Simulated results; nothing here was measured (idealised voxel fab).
Process module, titled voxel local oxidation
Square cells of 5 nm make up the cross-section cut, whose width is 165 nm.
If you're reading a cross-section in this doc, picture square cells in a grid; it comes to you as bands, top ones listed first down to the bottom, and a band can be one or more rows of cells.
The band entry comprises the height of the band's top followed by the height of its bottom, expressed in nm, and subsequently the band's materials from left to right, each stated together with its width in nm. Where a single material is marked with the word "edge to edge", that material fills the band from edge to edge. The word "blank" represents empty space.
A quick word on heights: they are counted from 0, and under that level the wafer as it came to us is one material throughout. The lowest band is different from the rest in having no bottom; it simply continues downward, written as in "0 down".
Top row gets the first number, bottom row gets the second, and each row in between changes by the same step: that is how a band width like "30 to 40" works.
Step note "identical to before" = no cross-section cell changed.
For the entry "Enclosed cavities", the listed items are empty spaces with no open way to the top whose size is 8 cells or more; each item follows the pattern width x height at distance, where distance is from the left edge and all three are in nm.
If you see something after the settings on a step's line, that's the simulator's own remark about that step.
"overlay nm", when on a step's line for a step with a mask, measures how far to the right of its planned place the mask lay; a negative measure means to the left.

Set out below are the planned steps of the process
| 1 | RECEIVE,material Si |
| 2 | OXIDIZE,depth nm 5 |
| 3 | CONFORMAL_DEP,material SiN,thk nm 15 |
| 4 | PATTERN,tone cover,mask id ACTIVE,material resist,width nm 105,thk nm 15,overlay nm 0 |
| 5 | DIRECTIONAL_ETCH,etch materials SiN,depth nm 15 |
| 6 | STRIP,etch materials resist |
| 7 | SELECTIVE_ETCH,etch materials SiO2,depth nm 5 |
| 8 | OXIDIZE,depth nm 15 |
| 9 | STRIP,etch materials SiN |

Cross-section of the wafer at receipt, which is the condition after step 1
0 down  Si edge to edge
Enclosed cavities: none

As-planned run: cross-section of the first of two wafers at end of module
0 to -5  35 nm blank / 95 nm SiO2 / 35 nm blank
-5 to -20  50 nm SiO2 / 65 nm Si / 50 nm SiO2
-20 down  Si edge to edge
Enclosed cavities: none

Cross-sectional view: second of two wafers, end of module; start and plan identical to the first, one mistake in running
0 to -5  35 nm blank / 95 nm SiO2 / 35 nm blank
-5 to -30  60 nm SiO2 / 45 nm Si / 60 nm SiO2
-30 down  Si edge to edge
Enclosed cavities: none
In executing the process, a mistake was made relative to the plan: the process deviated at step 8: the operation and settings actually run there were OXIDIZE,depth nm 25
End check, counted in cells, second wafer has more or fewer of these materials than the first: 60 fewer of Si | 60 more of SiO2
